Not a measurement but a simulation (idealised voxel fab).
The process module presented herein is designated voxel wiring stack.
Xsec cut, 220 nm wide, square cell size 5 nm.
If you're reading a cross-section in this doc, picture square cells in a grid; it comes to you as bands, top ones listed first down to the bottom, and a band can be one or more rows of cells.
This entry defines a band. It first specifies the height of the band's top and the height of its bottom in nm, and then specifies the band's materials from left to right, stating each material with its width in nm. The word "edge to edge" identifies a single material that fills the band from edge to edge, while the word "blank" identifies empty space.
For the purposes of this specification, 0 denotes the height below which the wafer in its as-received condition is composed wholly of one material, and the lowermost band, lacking a lower limit, extends downward without end, as expressed in "z 0 and below".
The notation "30..40" denotes a width that varies across the rows of cells in the band, beginning at the first number in the top row, finishing at the second number in the bottom row, and changing by an identical amount from each row to the next.
Take "remained the same" at face value: in the step it is given for, the cross-section changed in none of its cells.
"Voids, fully enclosed": sealed empty spaces, 8 cells or more, no open way to top, listed width x height at distance, with distance from the left edge and width, height and distance in nm.
Post-settings text on a step line: simulator's own remark regarding the step.
The line of a step may include "overlay nm". On a step with a mask, this value is how far to the right of its planned place the mask lay. A negative value means the mask lay to the left.

**The following list gives the planned process steps**
1,RECEIVE: material Si
2,CONFORMAL_DEP: material SiO2, thk nm 10
3,CONFORMAL_DEP: material SiN, thk nm 5
4,DIRECTIONAL_DEP: material lowk, thk nm 15
5,MASKED_ETCH: tone open, mask id METAL_1, width nm 20, pitch nm 50, etch materials lowk, depth nm 15, overlay nm 0
6,MASKED_ETCH: tone open, mask id METAL_1, width nm 20, pitch nm 50, etch materials SiN, depth nm 5, overlay nm 0
7,CONFORMAL_DEP: material TiN, thk nm 5
8,FILL_DEP: material Cu, thk nm 5
9,CMP: height nm 30
10,CONFORMAL_DEP: material SiCN, thk nm 5
11,DIRECTIONAL_DEP: material SiO2, thk nm 10
12,MASKED_ETCH: tone open, mask id PLUG_1, width nm 15, pitch nm 50, etch materials SiO2, depth nm 10, overlay nm 0
13,MASKED_ETCH: tone open, mask id PLUG_1, width nm 15, pitch nm 50, etch materials SiCN, depth nm 5, overlay nm 0
14,EPI: material Ru, thk nm 10
15,EPI: material Ru, thk nm 5
16,DIRECTIONAL_DEP: material TiN, thk nm 5
17,DIRECTIONAL_DEP: material Ru, thk nm 20
18,DIRECTIONAL_DEP: material aC, thk nm 15
19,PATTERN: tone cover, mask id METAL_2, material resist, width nm 20, pitch nm 50, thk nm 30, overlay nm 0
20,DIRECTIONAL_ETCH: etch materials aC, depth nm 15
21,STRIP: etch materials resist
22,DIRECTIONAL_ETCH: etch materials Ru, depth nm 20
23,DIRECTIONAL_ETCH: etch materials TiN, depth nm 5
24,STRIP: etch materials aC
25,CONFORMAL_DEP: material SiN, thk nm 5
26,FILL_DEP: material lowk, thk nm 10
27,CMP: height nm 70
28,CONFORMAL_DEP: material SiCN, thk nm 5
29,DIRECTIONAL_DEP: material SiO2, thk nm 10
30,PATTERN: tone open, mask id PLUG_2, material resist, width nm 15, pitch nm 50, thk nm 15, overlay nm 0
31,DIRECTIONAL_ETCH: etch materials SiO2, depth nm 10
32,DIRECTIONAL_ETCH: etch materials SiCN, depth nm 5
33,STRIP: etch materials resist
34,EPI: material Ru, thk nm 10
35,EPI: material Ru, thk nm 5
36,CONFORMAL_DEP: material SiN, thk nm 5
37,DIRECTIONAL_DEP: material SiO2, thk nm 25
38,PATTERN: tone open, mask id METAL_3, material resist, width nm 20, pitch nm 50, thk nm 15, overlay nm 0
39,DIRECTIONAL_ETCH: etch materials SiO2, depth nm 25
40,DIRECTIONAL_ETCH: etch materials SiN, depth nm 5
41,STRIP: etch materials resist
42,CONFORMAL_DEP: material TiN, thk nm 5
43,FILL_DEP: material Ru, thk nm 5
44,CMP: height nm 115
45,CONFORMAL_DEP: material SiCN, thk nm 5

**Cross-section: wafer on arrival = after step 1**
    z 0 and below = Si edge to edge
    Voids, fully enclosed: none

**First of two wafers: cross-section at end of module, run per plan**
    z 120 to 115 = SiCN edge to edge
    z 115 to 90 = 75 nm SiO2 | 5 nm TiN | 10 nm Ru | 5 nm TiN | 30 nm SiO2 | 5 nm TiN | 10 nm Ru | 5 nm TiN | 75 nm SiO2
    z 90 to 85 = 75 nm SiN | 20 nm TiN | 30 nm SiN | 20 nm TiN | 75 nm SiN
    z 85 to 75 = 75 nm SiO2 | 15 nm Ru | 35 nm SiO2 | 15 nm Ru | 80 nm SiO2
    z 75 to 70 = 75 nm SiCN | 15 nm Ru | 35 nm SiCN | 15 nm Ru | 80 nm SiCN
    z 70 to 50 = 70 nm lowk | 5 nm SiN | 20 nm Ru | 5 nm SiN | 20 nm lowk | 5 nm SiN | 20 nm Ru | 5 nm SiN | 70 nm lowk
    z 50 to 45 = 75 nm SiN | 20 nm TiN | 30 nm SiN | 20 nm TiN | 75 nm SiN
    z 45 to 35 = 75 nm SiO2 | 15 nm Ru | 35 nm SiO2 | 15 nm Ru | 80 nm SiO2
    z 35 to 30 = 75 nm SiCN | 15 nm Ru | 35 nm SiCN | 15 nm Ru | 80 nm SiCN
    z 30 to 15 = 75 nm lowk | 5 nm TiN | 10 nm Cu | 5 nm TiN | 30 nm lowk | 5 nm TiN | 10 nm Cu | 5 nm TiN | 75 nm lowk
    z 15 to 10 = 75 nm SiN | 20 nm TiN | 30 nm SiN | 20 nm TiN | 75 nm SiN
    z 10 to 0 = SiO2 edge to edge
    z 0 and below = Si edge to edge
    Voids, fully enclosed: none

**Here's the second of our two wafers sectioned at module end. Same start as the first, same plan, but one mistake got made running it**
    z 120 to 115 = SiCN edge to edge
    z 115 to 90 = 75 nm SiO2 | 5 nm TiN | 10 nm Ru | 5 nm TiN | 30 nm SiO2 | 5 nm TiN | 10 nm Ru | 5 nm TiN | 75 nm SiO2
    z 90 to 85 = 75 nm SiN | 20 nm TiN | 30 nm SiN | 20 nm TiN | 75 nm SiN
    z 85 to 75 = 75 nm SiO2 | 15 nm Ru | 35 nm SiO2 | 15 nm Ru | 80 nm SiO2
    z 75 to 70 = 75 nm SiCN | 15 nm Ru | 35 nm SiCN | 15 nm Ru | 80 nm SiCN
    z 70 to 50 = 70 nm lowk | 5 nm SiN | 20 nm Ru | 5 nm SiN | 20 nm lowk | 5 nm SiN | 20 nm Ru | 5 nm SiN | 70 nm lowk
    z 50 to 45 = 75 nm SiN | 20 nm TiN | 30 nm SiN | 20 nm TiN | 75 nm SiN
    z 45 to 35 = 75 nm SiO2 | 15 nm Ru | 35 nm SiO2 | 15 nm Ru | 80 nm SiO2
    z 35 to 30 = 75 nm SiCN | 15 nm Ru | 35 nm SiCN | 15 nm Ru | 80 nm SiCN
    z 30 to 25 = 75 nm lowk | 5 nm TiN | 10 nm Cu | 5 nm TiN | 30 nm lowk | 5 nm TiN | 10 nm Cu | 5 nm TiN | 75 nm lowk
    z 25 to 20 = 75 nm SiN | 20 nm TiN | 30 nm SiN | 20 nm TiN | 75 nm SiN
    z 20 to 10 = SiN edge to edge
    z 10 to 0 = SiO2 edge to edge
    z 0 and below = Si edge to edge
    Voids, fully enclosed: none
Finding, execution versus plan: step 3 went in with a setting other than planned; the actual run was CONFORMAL_DEP: material SiN, thk nm 15
FYI, end of process, the second wafer has more or fewer cells of some materials than the first: Cu: 8 fewer, SiN: 88 more, TiN: 8 fewer, lowk: 72 fewer
